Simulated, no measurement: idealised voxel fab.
Name of the process module below: voxel self aligned vias
Cross-section cut spans 235 nm and uses square cells 5 nm in size.
Square cells in a grid make up a cross-section in this document, and the grid is given as bands, listed from the top down, each one or more rows of cells.
The entry gives the band's vertical extent as a top height and a bottom height in nm, then its horizontal make-up as materials from left to right, each with a width in nm. "blank" stands for empty space; a single material marked "full width" fills the band edge to edge.
Convention: height 0 is the level below which the wafer, as received, is all one material. The lowest band does not terminate at the bottom but continues downward, represented as "0 nm and below".
The width entry "30 to 40" should be interpreted row by row: the top row of cells in the band takes the first number, the bottom row takes the second number, and the change between adjacent rows is uniform throughout.
"left unchanged" for a step: no cell of the cross-section changed in that step.
Voids, enclosed: empty space of 8 cells or more with no open way to the top, each as width x height at its distance from the left edge, in nm
If you see something after the settings on a step's line, that's the simulator's own remark about that step.
The optional step-line setting "overlay nm" applies to steps with a mask and quantifies how far to the right of its planned location the mask lay, a negative value indicating leftward placement.

-- The planned process steps are enumerated hereunder
1: RECEIVE (material Si)
2: CONFORMAL_DEP (material SiO2; thk nm 15)
3: CONFORMAL_DEP (material SiCN; thk nm 5)
4: DIRECTIONAL_DEP (material lowk; thk nm 30)
5: DIRECTIONAL_DEP (material aC; thk nm 15)
6: PATTERN (tone open; mask id LINES; material resist; width nm 20; pitch nm 60; thk nm 35; overlay nm 0)
7: DIRECTIONAL_ETCH (etch materials aC; depth nm 15)
8: STRIP (etch materials resist)
9: DIRECTIONAL_ETCH (etch materials lowk; depth nm 30)
10: STRIP (etch materials aC)
11: CONFORMAL_DEP (material TiN; thk nm 5)
12: FILL_DEP (material Ru; thk nm 5)
13: CMP (height nm 50)
14: SELECTIVE_ETCH (etch materials W Ru TiN; depth nm 5)
15: FILL_DEP (material SiN; thk nm 5)
16: CMP (height nm 50)
17: DIRECTIONAL_DEP (material lowk; thk nm 20)
18: PATTERN (tone open; mask id VIAS; material resist; width nm 30; pitch nm 60; thk nm 15; overlay nm 0)
19: DIRECTIONAL_ETCH (etch materials lowk; depth nm 20)
20: DIRECTIONAL_ETCH (etch materials SiN; depth nm 5)
21: STRIP (etch materials resist)
22: CONFORMAL_DEP (material TiN; thk nm 5)
23: FILL_DEP (material Cu; thk nm 10)
24: CMP (height nm 70)
25: CONFORMAL_DEP (material SiCN; thk nm 5)

-- So this is the incoming wafer in cross-section - it's already been through step 1
  0 nm and below: Si full width
  Voids, enclosed: none

-- End state of the module in cross-section, given the above starting point and plan and one mistake in execution
  75 nm to 70 nm: SiO2 full width
  70 nm to 55 nm: lowk: 70, TiN: 5, Cu: 20, TiN: 5, lowk: 30, TiN: 5, Cu: 20, TiN: 5, lowk: 75
  55 nm to 50 nm: lowk: 70, TiN: 10, Cu: 10, TiN: 10, lowk: 30, TiN: 10, Cu: 10, TiN: 10, lowk: 75
  50 nm to 45 nm: lowk: 75, TiN: 20, lowk: 40, TiN: 20, lowk: 80
  45 nm to 25 nm: lowk: 75, TiN: 5, Ru: 10, TiN: 5, lowk: 40, TiN: 5, Ru: 10, TiN: 5, lowk: 80
  25 nm to 20 nm: lowk: 75, TiN: 20, lowk: 40, TiN: 20, lowk: 80
  20 nm to 15 nm: SiCN full width
  15 nm to 0 nm: SiO2 full width
  0 nm and below: Si full width
  Voids, enclosed: none
Error vs. plan: step 25 ran as: CONFORMAL_DEP (material SiO2; thk nm 5)
